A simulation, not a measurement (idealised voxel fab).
Herein follows the process module entitled voxel tone inversion.
Displayed cross-section: cut, width of 220 nm, square cells sized 5 nm.
If you're reading a cross-section in this doc, picture square cells in a grid; it comes to you as bands, top ones listed first down to the bottom, and a band can be one or more rows of cells.
Quick guide to a band line: top height, bottom height (nm) up front; then every material left to right with its width in nm. Only one material and it's marked "edge to edge"? Then it fills the band edge to edge. And "empty" just means empty space.
Note: height 0 marks the level under which the wafer is uniformly one material as received. Lowest band unbounded below, written "0 and below".
The notation "30 to 40" denotes a width that varies across the rows of cells in the band, beginning at the first number in the top row, finishing at the second number in the bottom row, and changing by an identical amount from each row to the next.
"no alteration" after a step means that no cell of the cross-section changed.
If an empty space has no open way to the top and is at least 8 cells in size, "Unvented internal voids" lists it, written width x height at distance, where distance is measured from the left edge and every value is in nm.
Where a step's line continues beyond its settings, the continuation is a remark by the simulator itself on that step.
overlay nm: step with mask; distance mask lay right of planned place; negative value = left of planned place.

## This section lists the process steps that were planned
1) RECEIVE,material Si
2) CONFORMAL_DEP,material SiN,thk nm 10
3) DIRECTIONAL_DEP,material aC,thk nm 15
4) PATTERN,tone cover,mask id POSTS,material resist,width nm 15,pitch nm 45,thk nm 25,overlay nm 0
5) DIRECTIONAL_ETCH,etch materials aC,depth nm 15
6) STRIP,etch materials resist
7) FILL_DEP,material lowk,thk nm 10
8) CMP,height nm 25
9) STRIP,etch materials aC

## Shown in cross-section is the wafer as received, that is, as it stands after step 1
* 0 and below | Si edge to edge
* Unvented internal voids: none

## The first of two wafers, cross-sectioned at the end of the module, with the run proceeding as planned
* 25 down to 10 | lowk (35) | empty (15) | lowk (30) | empty (15) | lowk (30) | empty (15) | lowk (30) | empty (15) | lowk (35)
* 10 down to 0 | SiN edge to edge
* 0 and below | Si edge to edge
* Unvented internal voids: none

## second wafer at the end: like start, like plan, one mistake
* 25 down to 15 | SiN edge to edge
* 15 down to 0 | aC edge to edge
* 0 and below | Si edge to edge
* Unvented internal voids: none
Against the plan, the run slipped here: contrary to the plan, steps 2 and 3 were processed in exchanged order
Materials where the second wafer ends with more or fewer cells than the first: aC: 132 more, lowk: 96 fewer
